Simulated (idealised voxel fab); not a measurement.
Documented hereafter: the process module known as voxel self aligned contacts.
Displayed cross-section: cut, width of 230 nm, square cells sized 5 nm.
We lay out every cross-section as a grid of square cells and spell it out in bands from the top down, where one band means one or more rows of cells.
A band entry consists of two parts. The first gives the height of the band's top and the height of its bottom, in nm. The rest lists the band's materials from left to right, each with its width in nm. A single material labelled with the word "edge to edge" fills the band from edge to edge, and the word "air" marks empty space.
Convention: height 0 is the level below which the wafer, as received, is all one material. The lowest band does not terminate at the bottom but continues downward, represented as "0 -> down".
The notation "30->40" denotes a width that varies across the rows of cells in the band, beginning at the first number in the top row, finishing at the second number in the bottom row, and changing by an identical amount from each row to the next.
When a step is marked "nothing altered", none of the cells in the cross-section changed during that step.
Closed empty spaces (no open way to the top) of 8 cells or more are what "Closed void table" lists, each as width x height at distance from the left edge, nm for all three.
On a step's line, text after the settings is the simulator commenting on that step.
"overlay nm" on a masked step: distance the mask lay right of its planned place, negative for left.
-- Intended process steps
- 1: RECEIVE [material Si]
- 2: OXIDIZE [depth nm 5]
- 3: DIRECTIONAL_DEP [material polySi] [thk nm 30]
- 4: DIRECTIONAL_DEP [material SiN] [thk nm 20]
- 5: DIRECTIONAL_DEP [material aC] [thk nm 15]
- 6: PATTERN [tone cover] [mask id GATE] [material resist] [width nm 25] [pitch nm 50] [thk nm 30] [overlay nm 0]
- 7: DIRECTIONAL_ETCH [etch materials aC] [depth nm 15]
- 8: STRIP [etch materials resist]
- 9: DIRECTIONAL_ETCH [etch materials SiN] [depth nm 20]
- 10: DIRECTIONAL_ETCH [etch materials polySi] [depth nm 30]
- 11: STRIP [etch materials aC]
- 12: CONFORMAL_DEP [material SiN] [thk nm 5]
- 13: DIRECTIONAL_ETCH [etch materials SiN] [depth nm 5]
- 14: FILL_DEP [material SiO2] [thk nm 20]
- 15: CMP [height nm 60]
- 16: PATTERN [tone open] [mask id CONTACT] [material resist] [width nm 35] [thk nm 15] [overlay nm 0]
- 17: DIRECTIONAL_ETCH [etch materials SiO2] [depth nm 65]
- 18: STRIP [etch materials resist]
- 19: CONFORMAL_DEP [material TiN] [thk nm 5]
- 20: FILL_DEP [material Ru] [thk nm 5]
- 21: CMP [height nm 60]
- 22: CONFORMAL_DEP [material SiCN] [thk nm 5]
-- Delivered wafer in cross-section: state after step 1
0 -> down  Si edge to edge
Closed void table: none
-- First wafer of two, sectioned at end of module; run went per plan
65 -> 60  SiCN edge to edge
60 -> 50  SiO2 95, TiN 5->15, Ru 25->5, TiN 5->15, SiO2 100
50 -> 30  SiO2 70, SiN 35, TiN 5, Ru 5, TiN 5, SiN 35, SiO2 75
30 -> 0  SiO2 70, SiN 5, polySi 25, SiN 5, TiN 5, Ru 5, TiN 5, SiN 5, polySi 25, SiN 5, SiO2 75
0 -> -5  SiO2 105, TiN 15, SiO2 110
-5 -> down  Si edge to edge
Closed void table: none
-- Cross-sectional view of the second of two wafers upon completion of the module. This wafer shared its starting condition and process plan with the first; one error was made during its execution
65 -> 60  SiCN edge to edge
60 -> 55  SiO2 70, SiN 35, TiN 5, Ru 5, TiN 5, SiN 35, SiO2 75
55 -> 50  SiO2 70, SiN 35, TiN 15, SiN 35, SiO2 75
50 -> 30  SiN edge to edge
30 -> 0  polySi edge to edge
0 -> -5  SiO2 edge to edge
-5 -> down  Si edge to edge
Closed void table: none
Heads up, the wafer didn't run the way we planned it: execution of plan step 4 occurred twice
Looking at both finished wafers in cells, the second ends up ahead of or behind the first on some materials: Ru: 15 fewer | SiN: 132 more | SiO2: 307 fewer | TiN: 26 fewer | polySi: 216 more
